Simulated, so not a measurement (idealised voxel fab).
The process module that follows is named voxel double patterning.
We display cut, a cross-section 250 nm in width whose square cells are each 5 nm.
This document writes a cross-section as a grid whose cells are square, and gives it as bands, listed from the top down; one or more rows of cells form a band.
Quick guide to a band line: top height, bottom height (nm) up front; then every material left to right with its width in nm. Only one material and it's marked "all across"? Then it fills the band edge to edge. And "blank" just means empty space.
The reference from which all heights are counted is 0, the level beneath which the as-received wafer is entirely one material; the lowest band, having no lower bound, proceeds downward and is written after the example "0 and below".
Width "30..40": first value at the band's top row of cells, second value at its bottom row, equal change from row to row.
For the purposes of this document, the phrase "no alterations made" attached to a step denotes that no cell within the cross-section was modified by that step.
So "Enclosed empty spaces" is basically the list of trapped voids: any empty space of 8 cells or more that can't reach the top through an opening. They're written width x height at distance, the distance being from the left edge, and it's all nm.
On a step's line, text after the settings is the simulator commenting on that step.
On any step carrying a mask, the "overlay nm" setting, if present on the step's line, tells how far right of its planned place the mask lay; negative values point to the left.

Below is the list of planned process steps
step 1: RECEIVE,material Si
step 2: CONFORMAL_DEP,material SiN,thk nm 5
step 3: DIRECTIONAL_DEP,material SiO2,thk nm 20
step 4: DIRECTIONAL_DEP,material SiCN,thk nm 10
step 5: DIRECTIONAL_DEP,material aC,thk nm 15
step 6: PATTERN,tone open,mask id FIRST,material resist,width nm 15,pitch nm 50,thk nm 35,overlay nm 0
step 7: DIRECTIONAL_ETCH,etch materials aC,depth nm 15
step 8: STRIP,etch materials resist
step 9: DIRECTIONAL_ETCH,etch materials SiCN,depth nm 10
step 10: STRIP,etch materials aC
step 11: MASKED_ETCH,tone open,mask id SECOND,width nm 15,etch materials SiCN,depth nm 10,overlay nm 0
step 12: DIRECTIONAL_ETCH,etch materials SiO2,depth nm 20
step 13: STRIP,etch materials SiCN

First of two wafers, processed according to plan

Wafer at receipt (post step 1), cross-section
* 0 and below  Si all across
* Enclosed empty spaces: none

Cross-section of the wafer subsequent to step 2
* 5 down to 0  SiN all across
* Note: structure below 0 unchanged.

Cross-section of the wafer subsequent to step 3
* 25 down to 5  SiO2 all across
* Note: structure below 5 unchanged.

Cross-section of the wafer subsequent to step 4
* 35 down to 25  SiCN all across
* Note: structure below 25 unchanged.

Cross-section of the wafer subsequent to step 5
* 50 down to 35  aC all across
* Note: structure below 35 unchanged.

Cross-section of the wafer subsequent to step 6
* 85 down to 50  resist: 90 / blank: 15 / resist: 35 / blank: 15 / resist: 95
* Note: structure below 50 unchanged.

Cross-section of the wafer subsequent to step 7
* 70 down to 50  resist: 90 / blank: 15 / resist: 35 / blank: 15 / resist: 95
* 50 down to 35  aC: 90 / blank: 15 / aC: 35 / blank: 15 / aC: 95
* Note: structure below 35 unchanged.

Cross-section of the wafer subsequent to step 8
* 50 down to 35  aC: 90 / blank: 15 / aC: 35 / blank: 15 / aC: 95
* Note: structure below 35 unchanged.

Cross-section of the wafer subsequent to step 9
* 50 down to 35  aC: 90 / blank: 15 / aC: 35 / blank: 15 / aC: 95
* 35 down to 25  SiCN: 90 / blank: 15 / SiCN: 35 / blank: 15 / SiCN: 95
* Note: structure below 25 unchanged.

Cross-section of the wafer subsequent to step 10
* 35 down to 25  SiCN: 90 / blank: 15 / SiCN: 35 / blank: 15 / SiCN: 95
* Note: structure below 25 unchanged.

Cross-section of the wafer subsequent to step 11
* 35 down to 25  SiCN: 90 / blank: 15 / SiCN: 10 / blank: 15 / SiCN: 10 / blank: 15 / SiCN: 95
* Note: structure below 25 unchanged.

Cross-section of the wafer subsequent to step 12
* 35 down to 25  SiCN: 90 / blank: 15 / SiCN: 10 / blank: 15 / SiCN: 10 / blank: 15 / SiCN: 95
* 25 down to 5  SiO2: 90 / blank: 15 / SiO2: 10 / blank: 15 / SiO2: 10 / blank: 15 / SiO2: 95
* Note: structure below 5 unchanged.

Cross-section of the wafer subsequent to step 13
* 25 down to 5  SiO2: 90 / blank: 15 / SiO2: 10 / blank: 15 / SiO2: 10 / blank: 15 / SiO2: 95
* Note: structure below 5 unchanged.

Second wafer, same starting state and plan as the first, one mistake in the run, identical through step 1

Cross-sectional representation of the second wafer at the time designated in the plan for the completion of step 2: no alterations made

Cross-sectional representation of the second wafer at the time designated in the plan for the completion of step 3
* 20 down to 0  SiO2 all across
* Note: structure below 0 unchanged.

Cross-sectional representation of the second wafer at the time designated in the plan for the completion of step 4
* 30 down to 20  SiCN all across
* Note: structure below 20 unchanged.

Cross-sectional representation of the second wafer at the time designated in the plan for the completion of step 5
* 45 down to 30  aC all across
* Note: structure below 30 unchanged.

Cross-sectional representation of the second wafer at the time designated in the plan for the completion of step 6
* 80 down to 45  resist: 90 / blank: 15 / resist: 35 / blank: 15 / resist: 95
* Note: structure below 45 unchanged.

Cross-sectional representation of the second wafer at the time designated in the plan for the completion of step 7
* 65 down to 45  resist: 90 / blank: 15 / resist: 35 / blank: 15 / resist: 95
* 45 down to 30  aC: 90 / blank: 15 / aC: 35 / blank: 15 / aC: 95
* Note: structure below 30 unchanged.

Cross-sectional representation of the second wafer at the time designated in the plan for the completion of step 8
* 45 down to 30  aC: 90 / blank: 15 / aC: 35 / blank: 15 / aC: 95
* Note: structure below 30 unchanged.

Cross-sectional representation of the second wafer at the time designated in the plan for the completion of step 9
* 45 down to 30  aC: 90 / blank: 15 / aC: 35 / blank: 15 / aC: 95
* 30 down to 20  SiCN: 90 / blank: 15 / SiCN: 35 / blank: 15 / SiCN: 95
* Note: structure below 20 unchanged.

Cross-sectional representation of the second wafer at the time designated in the plan for the completion of step 10
* 30 down to 20  SiCN: 90 / blank: 15 / SiCN: 35 / blank: 15 / SiCN: 95
* Note: structure below 20 unchanged.

Cross-sectional representation of the second wafer at the time designated in the plan for the completion of step 11
* 30 down to 20  SiCN: 90 / blank: 15 / SiCN: 10 / blank: 15 / SiCN: 10 / blank: 15 / SiCN: 95
* Note: structure below 20 unchanged.

Cross-sectional representation of the second wafer at the time designated in the plan for the completion of step 12
* 30 down to 20  SiCN: 90 / blank: 15 / SiCN: 10 / blank: 15 / SiCN: 10 / blank: 15 / SiCN: 95
* 20 down to 0  SiO2: 90 / blank: 15 / SiO2: 10 / blank: 15 / SiO2: 10 / blank: 15 / SiO2: 95
* Note: structure below 0 unchanged.

Cross-sectional representation of the second wafer at the time designated in the plan for the completion of step 13
* 20 down to 0  SiO2: 90 / blank: 15 / SiO2: 10 / blank: 15 / SiO2: 10 / blank: 15 / SiO2: 95
* Note: structure below 0 unchanged.
Run error: plan step 2 skipped
End of process, cell counts, second wafer against first, materials with more or fewer: SiN: 50 fewer
